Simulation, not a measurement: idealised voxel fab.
The name of this process module is voxel wiring stack.
Cross-section cut spans 195 nm and uses square cells 5 nm in size.
A cross-section in this document is a grid of square cells, and it is written down as bands, the top band listed before the ones below it; a band is made up of one or more rows of cells. Within each band entry, the heights of the top and of the bottom of the band appear first, in that order and in nm; the materials of the band then follow from left to right, each with its corresponding width in nm. The designation "full width" on a single material indicates that it fills the band from edge to edge; the designation "air" indicates empty space. Counting heights begins at 0, where everything beneath is, in the wafer as received, one material. The lowest band has no bottom; it goes on downwards, as "z 0 and below" shows. A width such as "30..40" changes by the same amount from each row of cells to the next, from the band's top row to its bottom row. The designation "no modifications", where it is given for a processing step, indicates that no cell of the cross-section was altered in the course of that step. Sealed-off cavities: empty space of 8 cells or more with no open way to the top, each as width x height at its distance from the left edge, in nm. Formally, on a step line, whatever follows the settings is a remark that the simulator itself makes on the step. A step line may carry the setting "overlay nm", which, for steps involving a mask, states the distance by which the mask lay to the right of its intended position; negative values denote displacement to the left. Pairs follow: section before one process step, section after it down to the lowest changed band, step with settings underneath. Pairs may come from different runs of this module on the same starting wafer; continuity with the pair above only as stated in the "Cross-section, before" entry.

# Cross-section, before
* z 100 to 95 | SiN full width
* z 95 to 75 | Ru full width
* z 75 to 60 | Cu full width
* z 60 to 45 | lowk full width
* z 45 to 40 | SiCN full width
* z 40 to 20 | lowk: 40, then Ru: 20, then lowk: 25, then Ru: 20, then lowk: 25, then Ru: 20, then lowk: 45
* z 20 to 15 | lowk: 40, then TiN: 20, then lowk: 25, then TiN: 20, then lowk: 25, then TiN: 20, then lowk: 45
* z 15 to 0 | SiO2 full width
* z 0 and below | Si full width
* Sealed-off cavities: none

# Post-Process Section
* z 115 to 100 | SiO2 full width
* Rest of section, below 100: as before.
* Sealed-off cavities: none
Step lying between the two cross-sections just above: DIRECTIONAL_DEP,material SiO2,thk nm 15

Cross-section, before: the wafer arrives at this step looking as the after cross-section in the pair just above shows it.

# Post-Process Section
* z 125 to 115 | aC full width
* Rest of section, below 115: as before.
* Sealed-off cavities: none
Step lying between the two cross-sections just above: DIRECTIONAL_DEP,material aC,thk nm 10

Cross-section, before: the wafer arrives at this step looking as the after cross-section in the pair just above shows it.

# Post-Process Section
* z 155 to 125 | resist: 40, then air: 20, then resist: 25, then air: 20, then resist: 25, then air: 20, then resist: 45
* Rest of section, below 125: as before.
* Sealed-off cavities: none
Step lying between the two cross-sections just above: PATTERN,tone open,mask id METAL_2,material resist,width nm 20,pitch nm 45,thk nm 30,overlay nm 0

Cross-section, before: the wafer arrives at this step looking as the after cross-section in the pair just above shows it.

# Post-Process Section
* z 145 to 125 | resist: 40, then air: 20, then resist: 25, then air: 20, then resist: 25, then air: 20, then resist: 45
* z 125 to 115 | aC: 40, then air: 20, then aC: 25, then air: 20, then aC: 25, then air: 20, then aC: 45
* Rest of section, below 115: as before.
* Sealed-off cavities: none
Step lying between the two cross-sections just above: DIRECTIONAL_ETCH,etch materials aC,depth nm 10

Cross-section, before: the wafer arrives at this step looking as the after cross-section in the pair just above shows it.

# Post-Process Section
* z 125 to 115 | aC: 40, then air: 20, then aC: 25, then air: 20, then aC: 25, then air: 20, then aC: 45
* Rest of section, below 115: as before.
* Sealed-off cavities: none
Step lying between the two cross-sections just above: STRIP,etch materials resist

Cross-section, before: the wafer arrives at this step looking as the after cross-section in the pair just above shows it.

# Post-Process Section
* z 125 to 115 | aC: 40, then air: 20, then aC: 25, then air: 20, then aC: 25, then air: 20, then aC: 45
* z 115 to 100 | SiO2: 40, then air: 20, then SiO2: 25, then air: 20, then SiO2: 25, then air: 20, then SiO2: 45
* Rest of section, below 100: as before.
* Sealed-off cavities: none
Step lying between the two cross-sections just above: DIRECTIONAL_ETCH,etch materials SiO2,depth nm 15

Cross-section, before: the wafer arrives at this step looking as the after cross-section in the pair just above shows it.

# Post-Process Section
* z 125 to 115 | aC: 40, then air: 20, then aC: 25, then air: 20, then aC: 25, then air: 20, then aC: 45
* z 115 to 100 | SiO2: 40, then air: 20, then SiO2: 25, then air: 20, then SiO2: 25, then air: 20, then SiO2: 45
* z 100 to 95 | SiN: 40, then air: 20, then SiN: 25, then air: 20, then SiN: 25, then air: 20, then SiN: 45
* Rest of section, below 95: as before.
* Sealed-off cavities: none
Step lying between the two cross-sections just above: DIRECTIONAL_ETCH,etch materials SiN,depth nm 5

Cross-section, before: the wafer arrives at this step looking as the after cross-section in the pair just above shows it.

# Post-Process Section
* z 115 to 100 | SiO2: 40, then air: 20, then SiO2: 25, then air: 20, then SiO2: 25, then air: 20, then SiO2: 45
* Rest of section, below 100: as before.
* Sealed-off cavities: none
Step lying between the two cross-sections just above: STRIP,etch materials aC

Cross-section, before: the wafer arrives at this step looking as the after cross-section in the pair just above shows it.

# Post-Process Section
* z 120 to 115 | TiN: 45, then air: 10, then TiN: 35, then air: 10, then TiN: 35, then air: 10, then TiN: 50
* z 115 to 100 | SiO2: 40, then TiN: 5, then air: 10, then TiN: 5, then SiO2: 25, then TiN: 5, then air: 10, then TiN: 5, then SiO2: 25, then TiN: 5, then air: 10, then TiN: 5, then SiO2: 45
* z 100 to 95 | SiN: 40, then TiN: 20, then SiN: 25, then TiN: 20, then SiN: 25, then TiN: 20, then SiN: 45
* Rest of section, below 95: as before.
* Sealed-off cavities: none
Step lying between the two cross-sections just above: CONFORMAL_DEP,material TiN,thk nm 5

Cross-section, before: the wafer arrives at this step looking as the after cross-section in the pair just above shows it.

# Post-Process Section
* z 130 to 120 | Cu full width
* z 120 to 115 | TiN: 45, then Cu: 10, then TiN: 35, then Cu: 10, then TiN: 35, then Cu: 10, then TiN: 50
* z 115 to 100 | SiO2: 40, then TiN: 5, then Cu: 10, then TiN: 5, then SiO2: 25, then TiN: 5, then Cu: 10, then TiN: 5, then SiO2: 25, then TiN: 5, then Cu: 10, then TiN: 5, then SiO2: 45
* Rest of section, below 100: as before.
* Sealed-off cavities: none
Step lying between the two cross-sections just above: FILL_DEP,material Cu,thk nm 10

Cross-section, before: the wafer arrives at this step looking as the after cross-section in the pair just above shows it.

# Post-Process Section
* z 80 to 75 | Ru full width
* Rest of section, below 75: as before.
* Sealed-off cavities: none
Step lying between the two cross-sections just above: CMP,height nm 80

Cross-section, before: the wafer arrives at this step looking as the after cross-section in the pair just above shows it.

# Post-Process Section
* z 85 to 80 | SiCN full width
* Rest of section, below 80: as before.
* Sealed-off cavities: none
Step lying between the two cross-sections just above: CONFORMAL_DEP,material SiCN,thk nm 5

Cross-section, before: the wafer arrives at this step looking as the after cross-section in the pair just above shows it.

# Post-Process Section
* z 115 to 85 | lowk full width
* Rest of section, below 85: as before.
* Sealed-off cavities: none
Step lying between the two cross-sections just above: DIRECTIONAL_DEP,material lowk,thk nm 30

Cross-section, before: the wafer arrives at this step looking as the after cross-section in the pair just above shows it.

# Post-Process Section
* z 130 to 115 | aC full width
* Rest of section, below 115: as before.
* Sealed-off cavities: none
Step lying between the two cross-sections just above: DIRECTIONAL_DEP,material aC,thk nm 15

Cross-section, before: the wafer arrives at this step looking as the after cross-section in the pair just above shows it.

# Post-Process Section
* z 165 to 130 | resist: 40, then air: 20, then resist: 25, then air: 20, then resist: 25, then air: 20, then resist: 45
* Rest of section, below 130: as before.
* Sealed-off cavities: none
Step lying between the two cross-sections just above: PATTERN,tone open,mask id METAL_3,material resist,width nm 20,pitch nm 45,thk nm 35,overlay nm 0

Cross-section, before: the wafer arrives at this step looking as the after cross-section in the pair just above shows it.

# Post-Process Section
* z 150 to 130 | resist: 40, then air: 20, then resist: 25, then air: 20, then resist: 25, then air: 20, then resist: 45
* z 130 to 115 | aC: 40, then air: 20, then aC: 25, then air: 20, then aC: 25, then air: 20, then aC: 45
* Rest of section, below 115: as before.
* Sealed-off cavities: none
Step lying between the two cross-sections just above: DIRECTIONAL_ETCH,etch materials aC,depth nm 15

Cross-section, before: the wafer arrives at this step looking as the after cross-section in the pair just above shows it.

# Post-Process Section
* z 130 to 115 | aC: 40, then air: 20, then aC: 25, then air: 20, then aC: 25, then air: 20, then aC: 45
* Rest of section, below 115: as before.
* Sealed-off cavities: none
Step lying between the two cross-sections just above: STRIP,etch materials resist

Cross-section, before: the wafer arrives at this step looking as the after cross-section in the pair just above shows it.

# Post-Process Section
* z 130 to 115 | aC: 40, then air: 20, then aC: 25, then air: 20, then aC: 25, then air: 20, then aC: 45
* z 115 to 100 | lowk: 40, then air: 20, then lowk: 25, then air: 20, then lowk: 25, then air: 20, then lowk: 45
* Rest of section, below 100: as before.
* Sealed-off cavities: none
Step lying between the two cross-sections just above: DIRECTIONAL_ETCH,etch materials lowk,depth nm 15

Cross-section, before: the wafer arrives at this step looking as the after cross-section in the pair just above shows it.

# Post-Process Section
* z 115 to 100 | lowk: 40, then air: 20, then lowk: 25, then air: 20, then lowk: 25, then air: 20, then lowk: 45
* Rest of section, below 100: as before.
* Sealed-off cavities: none
Step lying between the two cross-sections just above: STRIP,etch materials aC

Cross-section, before: the wafer arrives at this step looking as the after cross-section in the pair just above shows it.

# Post-Process Section
* z 115 to 100 | lowk: 40, then air: 20, then lowk: 25, then air: 20, then lowk: 25, then air: 20, then lowk: 45
* z 100 to 85 | lowk: 40, then air: 15, then lowk: 30, then air: 15, then lowk: 30, then air: 15, then lowk: 50
* Rest of section, below 85: as before.
* Sealed-off cavities: none
Step lying between the two cross-sections just above: MASKED_ETCH,tone open,mask id METAL_3_HOLES,width nm 15,pitch nm 45,etch materials lowk,depth nm 15,overlay nm 0

Cross-section, before: the wafer arrives at this step looking as the after cross-section in the pair just above shows it.

# Post-Process Section
* z 115 to 100 | lowk: 40, then air: 20, then lowk: 25, then air: 20, then lowk: 25, then air: 20, then lowk: 45
* z 100 to 85 | lowk: 40, then air: 15, then lowk: 30, then air: 15, then lowk: 30, then air: 15, then lowk: 50
* z 85 to 80 | SiCN: 40, then air: 15, then SiCN: 30, then air: 15, then SiCN: 30, then air: 15, then SiCN: 50
* Rest of section, below 80: as before.
* Sealed-off cavities: none
Step lying between the two cross-sections just above: MASKED_ETCH,tone open,mask id METAL_3_HOLES,width nm 15,pitch nm 45,etch materials SiCN,depth nm 5,overlay nm 0

Cross-section, before: the wafer arrives at this step looking as the after cross-section in the pair just above shows it.

# Post-Process Section
* z 120 to 115 | TiN: 45, then air: 10, then TiN: 35, then air: 10, then TiN: 35, then air: 10, then TiN: 50
* z 115 to 105 | lowk: 40, then TiN: 5, then air: 10, then TiN: 5, then lowk: 25, then TiN: 5, then air: 10, then TiN: 5, then lowk: 25, then TiN: 5, then air: 10, then TiN: 5, then lowk: 45
* z 105 to 100 | lowk: 40, then TiN: 5, then air: 5, then TiN: 10, then lowk: 25, then TiN: 5, then air: 5, then TiN: 10, then lowk: 25, then TiN: 5, then air: 5, then TiN: 10, then lowk: 45
* z 100 to 85 | lowk: 40, then TiN: 5, then air: 5, then TiN: 5, then lowk: 30, then TiN: 5, then air: 5, then TiN: 5, then lowk: 30, then TiN: 5, then air: 5, then TiN: 5, then lowk: 50
* z 85 to 80 | SiCN: 40, then TiN: 15, then SiCN: 30, then TiN: 15, then SiCN: 30, then TiN: 15, then SiCN: 50
* Rest of section, below 80: as before.
* Sealed-off cavities: none
Step lying between the two cross-sections just above: CONFORMAL_DEP,material TiN,thk nm 5

Cross-section, before: the wafer arrives at this step looking as the after cross-section in the pair just above shows it.

# Post-Process Section
* z 125 to 120 | Cu full width
* z 120 to 115 | TiN: 45, then Cu: 10, then TiN: 35, then Cu: 10, then TiN: 35, then Cu: 10, then TiN: 50
* z 115 to 105 | lowk: 40, then TiN: 5, then Cu: 10, then TiN: 5, then lowk: 25, then TiN: 5, then Cu: 10, then TiN: 5, then lowk: 25, then TiN: 5, then Cu: 10, then TiN: 5, then lowk: 45
* z 105 to 100 | lowk: 40, then TiN: 5, then Cu: 5, then TiN: 10, then lowk: 25, then TiN: 5, then Cu: 5, then TiN: 10, then lowk: 25, then TiN: 5, then Cu: 5, then TiN: 10, then lowk: 45
* z 100 to 85 | lowk: 40, then TiN: 5, then Cu: 5, then TiN: 5, then lowk: 30, then TiN: 5, then Cu: 5, then TiN: 5, then lowk: 30, then TiN: 5, then Cu: 5, then TiN: 5, then lowk: 50
* Rest of section, below 85: as before.
* Sealed-off cavities: none
Step lying between the two cross-sections just above: FILL_DEP,material Cu,thk nm 5

Cross-section, before: the wafer arrives at this step looking as the after cross-section in the pair just above shows it.

# Post-Process Section
* z 115 to 105 | lowk: 40, then TiN: 5, then Cu: 10, then TiN: 5, then lowk: 25, then TiN: 5, then Cu: 10, then TiN: 5, then lowk: 25, then TiN: 5, then Cu: 10, then TiN: 5, then lowk: 45
* Rest of section, below 105: as before.
* Sealed-off cavities: none
Step lying between the two cross-sections just above: CMP,height nm 115

Cross-section, before: the wafer arrives at this step looking as the after cross-section in the pair just above shows it.

# Post-Process Section
* z 120 to 115 | SiCN full width
* Rest of section, below 115: as before.
* Sealed-off cavities: none
Step lying between the two cross-sections just above: CONFORMAL_DEP,material SiCN,thk nm 5

Cross-section, before: the wafer arrives at this step looking as the after cross-section in the pair just above shows it.

# Post-Process Section
* z 130 to 120 | lowk full width
* Rest of section, below 120: as before.
* Sealed-off cavities: none
Step lying between the two cross-sections just above: DIRECTIONAL_DEP,material lowk,thk nm 10

Cross-section, before: the wafer arrives at this step looking as the after cross-section in the pair just above shows it.

# Post-Process Section
* z 130 to 120 | lowk: 40, then air: 15, then lowk: 30, then air: 15, then lowk: 30, then air: 15, then lowk: 50
* Rest of section, below 120: as before.
* Sealed-off cavities: none
Step lying between the two cross-sections just above: MASKED_ETCH,tone open,mask id PLUG_3,width nm 15,pitch nm 45,etch materials lowk,depth nm 10,overlay nm 0

Cross-section, before: the wafer arrives at this step looking as the after cross-section in the pair just above shows it.

# Post-Process Section
* z 130 to 120 | lowk: 40, then air: 15, then lowk: 30, then air: 15, then lowk: 30, then air: 15, then lowk: 50
* z 120 to 115 | SiCN: 40, then air: 15, then SiCN: 30, then air: 15, then SiCN: 30, then air: 15, then SiCN: 50
* Rest of section, below 115: as before.
* Sealed-off cavities: none
Step lying between the two cross-sections just above: MASKED_ETCH,tone open,mask id PLUG_3,width nm 15,pitch nm 45,etch materials SiCN,depth nm 5,overlay nm 0

Cross-section, before: the wafer arrives at this step looking as the after cross-section in the pair just above shows it.

# Post-Process Section
* z 135 to 130 | TiN: 45, then air: 5, then TiN: 40, then air: 5, then TiN: 40, then air: 5, then TiN: 55
* z 130 to 120 | lowk: 40, then TiN: 5, then air: 5, then TiN: 5, then lowk: 30, then TiN: 5, then air: 5, then TiN: 5, then lowk: 30, then TiN: 5, then air: 5, then TiN: 5, then lowk: 50
* z 120 to 115 | SiCN: 40, then TiN: 15, then SiCN: 30, then TiN: 15, then SiCN: 30, then TiN: 15, then SiCN: 50
* Rest of section, below 115: as before.
* Sealed-off cavities: none
Step lying between the two cross-sections just above: CONFORMAL_DEP,material TiN,thk nm 5

Cross-section, before: the wafer arrives at this step looking as the after cross-section in the pair just above shows it.

# Post-Process Section
* z 140 to 135 | Cu full width
* z 135 to 130 | TiN: 45, then Cu: 5, then TiN: 40, then Cu: 5, then TiN: 40, then Cu: 5, then TiN: 55
* z 130 to 120 | lowk: 40, then TiN: 5, then Cu: 5, then TiN: 5, then lowk: 30, then TiN: 5, then Cu: 5, then TiN: 5, then lowk: 30, then TiN: 5, then Cu: 5, then TiN: 5, then lowk: 50
* Rest of section, below 120: as before.
* Sealed-off cavities: none
Step lying between the two cross-sections just above: FILL_DEP,material Cu,thk nm 5

Cross-section, before: the wafer arrives at this step looking as the after cross-section in the pair just above shows it.

# Post-Process Section
* z 130 to 120 | lowk: 40, then TiN: 5, then Cu: 5, then TiN: 5, then lowk: 30, then TiN: 5, then Cu: 5, then TiN: 5, then lowk: 30, then TiN: 5, then Cu: 5, then TiN: 5, then lowk: 50
* Rest of section, below 120: as before.
* Sealed-off cavities: none
Step lying between the two cross-sections just above: CMP,height nm 130

Cross-section, before: the wafer arrives at this step looking as the after cross-section in the pair just above shows it.

# Post-Process Section
* z 135 to 130 | SiCN full width
* Rest of section, below 130: as before.
* Sealed-off cavities: none
Step lying between the two cross-sections just above: CONFORMAL_DEP,material SiCN,thk nm 5

Cross-section, before: the wafer arrives at this step looking as the after cross-section in the pair just above shows it.

# Post-Process Section
* z 160 to 135 | SiO2 full width
* Rest of section, below 135: as before.
* Sealed-off cavities: none
Step lying between the two cross-sections just above: DIRECTIONAL_DEP,material SiO2,thk nm 25

Cross-section, before: the wafer arrives at this step looking as the after cross-section in the pair just above shows it.

# Post-Process Section
* z 170 to 160 | aC full width
* Rest of section, below 160: as before.
* Sealed-off cavities: none
Step lying between the two cross-sections just above: DIRECTIONAL_DEP,material aC,thk nm 10

Cross-section, before: the wafer arrives at this step looking as the after cross-section in the pair just above shows it.

# Post-Process Section
* z 195 to 170 | resist: 40, then air: 20, then resist: 25, then air: 20, then resist: 25, then air: 20, then resist: 45
* Rest of section, below 170: as before.
* Sealed-off cavities: none
Step lying between the two cross-sections just above: PATTERN,tone open,mask id METAL_4,material resist,width nm 20,pitch nm 45,thk nm 25,overlay nm 0

Cross-section, before: the wafer arrives at this step looking as the after cross-section in the pair just above shows it.

# Post-Process Section
* z 185 to 170 | resist: 40, then air: 20, then resist: 25, then air: 20, then resist: 25, then air: 20, then resist: 45
* z 170 to 160 | aC: 40, then air: 20, then aC: 25, then air: 20, then aC: 25, then air: 20, then aC: 45
* Rest of section, below 160: as before.
* Sealed-off cavities: none
Step lying between the two cross-sections just above: DIRECTIONAL_ETCH,etch materials aC,depth nm 10

Cross-section, before: the wafer arrives at this step looking as the after cross-section in the pair just above shows it.

# Post-Process Section
* z 170 to 160 | aC: 40, then air: 20, then aC: 25, then air: 20, then aC: 25, then air: 20, then aC: 45
* Rest of section, below 160: as before.
* Sealed-off cavities: none
Step lying between the two cross-sections just above: STRIP,etch materials resist

Cross-section, before: the wafer arrives at this step looking as the after cross-section in the pair just above shows it.

# Post-Process Section
* z 170 to 160 | aC: 40, then air: 20, then aC: 25, then air: 20, then aC: 25, then air: 20, then aC: 45
* z 160 to 135 | SiO2: 40, then air: 20, then SiO2: 25, then air: 20, then SiO2: 25, then air: 20, then SiO2: 45
* Rest of section, below 135: as before.
* Sealed-off cavities: none
Step lying between the two cross-sections just above: DIRECTIONAL_ETCH,etch materials SiO2,depth nm 25

Cross-section, before: the wafer arrives at this step looking as the after cross-section in the pair just above shows it.

# Post-Process Section
* z 170 to 160 | aC: 40, then air: 20, then aC: 25, then air: 20, then aC: 25, then air: 20, then aC: 45
* z 160 to 135 | SiO2: 40, then air: 20, then SiO2: 25, then air: 20, then SiO2: 25, then air: 20, then SiO2: 45
* z 135 to 130 | SiCN: 40, then air: 20, then SiCN: 25, then air: 20, then SiCN: 25, then air: 20, then SiCN: 45
* Rest of section, below 130: as before.
* Sealed-off cavities: none
Step lying between the two cross-sections just above: DIRECTIONAL_ETCH,etch materials SiCN,depth nm 5

Cross-section, before: the wafer arrives at this step looking as the after cross-section in the pair just above shows it.

# Post-Process Section
* z 160 to 135 | SiO2: 40, then air: 20, then SiO2: 25, then air: 20, then SiO2: 25, then air: 20, then SiO2: 45
* Rest of section, below 135: as before.
* Sealed-off cavities: none
Step lying between the two cross-sections just above: STRIP,etch materials aC

Cross-section, before: the wafer arrives at this step looking as the after cross-section in the pair just above shows it.

# Post-Process Section
* z 165 to 160 | TiN: 45, then air: 10, then TiN: 35, then air: 10, then TiN: 35, then air: 10, then TiN: 50
* z 160 to 135 | SiO2: 40, then TiN: 5, then air: 10, then TiN: 5, then SiO2: 25, then TiN: 5, then air: 10, then TiN: 5, then SiO2: 25, then TiN: 5, then air: 10, then TiN: 5, then SiO2: 45
* z 135 to 130 | SiCN: 40, then TiN: 20, then SiCN: 25, then TiN: 20, then SiCN: 25, then TiN: 20, then SiCN: 45
* Rest of section, below 130: as before.
* Sealed-off cavities: none
Step lying between the two cross-sections just above: CONFORMAL_DEP,material TiN,thk nm 5

Cross-section, before: the wafer arrives at this step looking as the after cross-section in the pair just above shows it.

# Post-Process Section
* z 170 to 165 | Cu full width
* z 165 to 160 | TiN: 45, then Cu: 10, then TiN: 35, then Cu: 10, then TiN: 35, then Cu: 10, then TiN: 50
* z 160 to 135 | SiO2: 40, then TiN: 5, then Cu: 10, then TiN: 5, then SiO2: 25, then TiN: 5, then Cu: 10, then TiN: 5, then SiO2: 25, then TiN: 5, then Cu: 10, then TiN: 5, then SiO2: 45
* Rest of section, below 135: as before.
* Sealed-off cavities: none
Step lying between the two cross-sections just above: FILL_DEP,material Cu,thk nm 5

Cross-section, before: the wafer arrives at this step looking as the after cross-section in the pair just above shows it.

# Post-Process Section
* z 160 to 135 | SiO2: 40, then TiN: 5, then Cu: 10, then TiN: 5, then SiO2: 25, then TiN: 5, then Cu: 10, then TiN: 5, then SiO2: 25, then TiN: 5, then Cu: 10, then TiN: 5, then SiO2: 45
* Rest of section, below 135: as before.
* Sealed-off cavities: none
Step lying between the two cross-sections just above: CMP,height nm 160

Cross-section, before: the wafer arrives at this step looking as the after cross-section in the pair just above shows it.

# Post-Process Section
* z 165 to 160 | SiCN full width
* Rest of section, below 160: as before.
* Sealed-off cavities: none
Step lying between the two cross-sections just above: CONFORMAL_DEP,material SiCN,thk nm 5

# Cross-section, before
* z 130 to 120 | lowk full width
* z 120 to 115 | SiCN full width
* z 115 to 105 | lowk: 40, then TiN: 5, then Cu: 10, then TiN: 5, then lowk: 25, then TiN: 5, then Cu: 10, then TiN: 5, then lowk: 25, then TiN: 5, then Cu: 10, then TiN: 5, then lowk: 45
* z 105 to 100 | lowk: 40, then TiN: 5, then Cu: 5, then TiN: 10, then lowk: 25, then TiN: 5, then Cu: 5, then TiN: 10, then lowk: 25, then TiN: 5, then Cu: 5, then TiN: 10, then lowk: 45
* z 100 to 85 | lowk: 40, then TiN: 5, then Cu: 5, then TiN: 5, then lowk: 30, then TiN: 5, then Cu: 5, then TiN: 5, then lowk: 30, then TiN: 5, then Cu: 5, then TiN: 5, then lowk: 50
* z 85 to 80 | SiCN: 40, then TiN: 15, then SiCN: 30, then TiN: 15, then SiCN: 30, then TiN: 15, then SiCN: 50
* z 80 to 65 | SiO2: 40, then TiN: 5, then Cu: 10, then TiN: 5, then SiO2: 25, then TiN: 5, then Cu: 10, then TiN: 5, then SiO2: 25, then TiN: 5, then Cu: 10, then TiN: 5, then SiO2: 45
* z 65 to 60 | SiN: 40, then TiN: 20, then SiN: 25, then TiN: 20, then SiN: 25, then TiN: 20, then SiN: 45
* z 60 to 45 | lowk: 40, then Ru: 15, then lowk: 30, then Ru: 15, then lowk: 30, then Ru: 15, then lowk: 50
* z 45 to 40 | SiCN: 40, then Ru: 15, then SiCN: 30, then Ru: 15, then SiCN: 30, then Ru: 15, then SiCN: 50
* z 40 to 20 | lowk: 40, then Ru: 20, then lowk: 25, then Ru: 20, then lowk: 25, then Ru: 20, then lowk: 45
* z 20 to 15 | lowk: 40, then TiN: 20, then lowk: 25, then TiN: 20, then lowk: 25, then TiN: 20, then lowk: 45
* z 15 to 0 | SiO2 full width
* z 0 and below | Si full width
* Sealed-off cavities: none

# Post-Process Section
* z 130 to 120 | air: 40, then lowk: 15, then air: 30, then lowk: 15, then air: 30, then lowk: 15, then air: 50
* Rest of section, below 120: as before.
* Sealed-off cavities: none
Step lying between the two cross-sections just above: MASKED_ETCH,tone cover,mask id PLUG_3,width nm 15,pitch nm 45,etch materials lowk,depth nm 10,overlay nm 0

Cross-section, before: the wafer arrives at this step looking as the after cross-section in the pair just above shows it.

# Post-Process Section
* z 135 to 130 | air: 35, then TiN: 25, then air: 20, then TiN: 25, then air: 20, then TiN: 25, then air: 45
* z 130 to 125 | air: 35, then TiN: 5, then lowk: 15, then TiN: 5, then air: 20, then TiN: 5, then lowk: 15, then TiN: 5, then air: 20, then TiN: 5, then lowk: 15, then TiN: 5, then air: 45
* z 125 to 120 | TiN: 40, then lowk: 15, then TiN: 30, then lowk: 15, then TiN: 30, then lowk: 15, then TiN: 50
* Rest of section, below 120: as before.
* Sealed-off cavities: none
Step lying between the two cross-sections just above: CONFORMAL_DEP,material TiN,thk nm 5

Cross-section, before: the wafer arrives at this step looking as the after cross-section in the pair just above shows it.

# Post-Process Section
* z 140 to 135 | Cu full width
* z 135 to 130 | Cu: 35, then TiN: 25, then Cu: 20, then TiN: 25, then Cu: 20, then TiN: 25, then Cu: 45
* z 130 to 125 | Cu: 35, then TiN: 5, then lowk: 15, then TiN: 5, then Cu: 20, then TiN: 5, then lowk: 15, then TiN: 5, then Cu: 20, then TiN: 5, then lowk: 15, then TiN: 5, then Cu: 45
* Rest of section, below 125: as before.
* Sealed-off cavities: none
Step lying between the two cross-sections just above: FILL_DEP,material Cu,thk nm 5

Cross-section, before: the wafer arrives at this step looking as the after cross-section in the pair just above shows it.

# Post-Process Section
* z 130 to 125 | Cu: 35, then TiN: 5, then lowk: 15, then TiN: 5, then Cu: 20, then TiN: 5, then lowk: 15, then TiN: 5, then Cu: 20, then TiN: 5, then lowk: 15, then TiN: 5, then Cu: 45
* Rest of section, below 125: as before.
* Sealed-off cavities: none
Step lying between the two cross-sections just above: CMP,height nm 130

Cross-section, before: the wafer arrives at this step looking as the after cross-section in the pair just above shows it.

# Post-Process Section
* z 135 to 130 | SiCN full width
* Rest of section, below 130: as before.
* Sealed-off cavities: none
Step lying between the two cross-sections just above: CONFORMAL_DEP,material SiCN,thk nm 5

Cross-section, before: the wafer arrives at this step looking as the after cross-section in the pair just above shows it.

# Post-Process Section
* z 160 to 135 | SiO2 full width
* Rest of section, below 135: as before.
* Sealed-off cavities: none
Step lying between the two cross-sections just above: DIRECTIONAL_DEP,material SiO2,thk nm 25

Cross-section, before: the wafer arrives at this step looking as the after cross-section in the pair just above shows it.

# Post-Process Section
* z 170 to 160 | aC full width
* Rest of section, below 160: as before.
* Sealed-off cavities: none
Step lying between the two cross-sections just above: DIRECTIONAL_DEP,material aC,thk nm 10

Cross-section, before: the wafer arrives at this step looking as the after cross-section in the pair just above shows it.

# Post-Process Section
* z 195 to 170 | resist: 40, then air: 20, then resist: 25, then air: 20, then resist: 25, then air: 20, then resist: 45
* Rest of section, below 170: as before.
* Sealed-off cavities: none
Step lying between the two cross-sections just above: PATTERN,tone open,mask id METAL_4,material resist,width nm 20,pitch nm 45,thk nm 25,overlay nm 0

Cross-section, before: the wafer arrives at this step looking as the after cross-section in the pair just above shows it.

# Post-Process Section
* z 185 to 170 | resist: 40, then air: 20, then resist: 25, then air: 20, then resist: 25, then air: 20, then resist: 45
* z 170 to 160 | aC: 40, then air: 20, then aC: 25, then air: 20, then aC: 25, then air: 20, then aC: 45
* Rest of section, below 160: as before.
* Sealed-off cavities: none
Step lying between the two cross-sections just above: DIRECTIONAL_ETCH,etch materials aC,depth nm 10

Cross-section, before: the wafer arrives at this step looking as the after cross-section in the pair just above shows it.

# Post-Process Section
* z 170 to 160 | aC: 40, then air: 20, then aC: 25, then air: 20, then aC: 25, then air: 20, then aC: 45
* Rest of section, below 160: as before.
* Sealed-off cavities: none
Step lying between the two cross-sections just above: STRIP,etch materials resist

Cross-section, before: the wafer arrives at this step looking as the after cross-section in the pair just above shows it.

# Post-Process Section
* z 170 to 160 | aC: 40, then air: 20, then aC: 25, then air: 20, then aC: 25, then air: 20, then aC: 45
* z 160 to 135 | SiO2: 40, then air: 20, then SiO2: 25, then air: 20, then SiO2: 25, then air: 20, then SiO2: 45
* Rest of section, below 135: as before.
* Sealed-off cavities: none
Step lying between the two cross-sections just above: DIRECTIONAL_ETCH,etch materials SiO2,depth nm 25

Cross-section, before: the wafer arrives at this step looking as the after cross-section in the pair just above shows it.

# Post-Process Section
* z 170 to 160 | aC: 40, then air: 20, then aC: 25, then air: 20, then aC: 25, then air: 20, then aC: 45
* z 160 to 135 | SiO2: 40, then air: 20, then SiO2: 25, then air: 20, then SiO2: 25, then air: 20, then SiO2: 45
* z 135 to 130 | SiCN: 40, then air: 20, then SiCN: 25, then air: 20, then SiCN: 25, then air: 20, then SiCN: 45
* Rest of section, below 130: as before.
* Sealed-off cavities: none
Step lying between the two cross-sections just above: DIRECTIONAL_ETCH,etch materials SiCN,depth nm 5

Cross-section, before: the wafer arrives at this step looking as the after cross-section in the pair just above shows it.

# Post-Process Section
* z 160 to 135 | SiO2: 40, then air: 20, then SiO2: 25, then air: 20, then SiO2: 25, then air: 20, then SiO2: 45
* Rest of section, below 135: as before.
* Sealed-off cavities: none
Step lying between the two cross-sections just above: STRIP,etch materials aC

Cross-section, before: the wafer arrives at this step looking as the after cross-section in the pair just above shows it.

# Post-Process Section
* z 165 to 160 | TiN: 45, then air: 10, then TiN: 35, then air: 10, then TiN: 35, then air: 10, then TiN: 50
* z 160 to 135 | SiO2: 40, then TiN: 5, then air: 10, then TiN: 5, then SiO2: 25, then TiN: 5, then air: 10, then TiN: 5, then SiO2: 25, then TiN: 5, then air: 10, then TiN: 5, then SiO2: 45
* z 135 to 130 | SiCN: 40, then TiN: 20, then SiCN: 25, then TiN: 20, then SiCN: 25, then TiN: 20, then SiCN: 45
* Rest of section, below 130: as before.
* Sealed-off cavities: none
Step lying between the two cross-sections just above: CONFORMAL_DEP,material TiN,thk nm 5

Cross-section, before: the wafer arrives at this step looking as the after cross-section in the pair just above shows it.

# Post-Process Section
* z 170 to 165 | Cu full width
* z 165 to 160 | TiN: 45, then Cu: 10, then TiN: 35, then Cu: 10, then TiN: 35, then Cu: 10, then TiN: 50
* z 160 to 135 | SiO2: 40, then TiN: 5, then Cu: 10, then TiN: 5, then SiO2: 25, then TiN: 5, then Cu: 10, then TiN: 5, then SiO2: 25, then TiN: 5, then Cu: 10, then TiN: 5, then SiO2: 45
* Rest of section, below 135: as before.
* Sealed-off cavities: none
Step lying between the two cross-sections just above: FILL_DEP,material Cu,thk nm 5
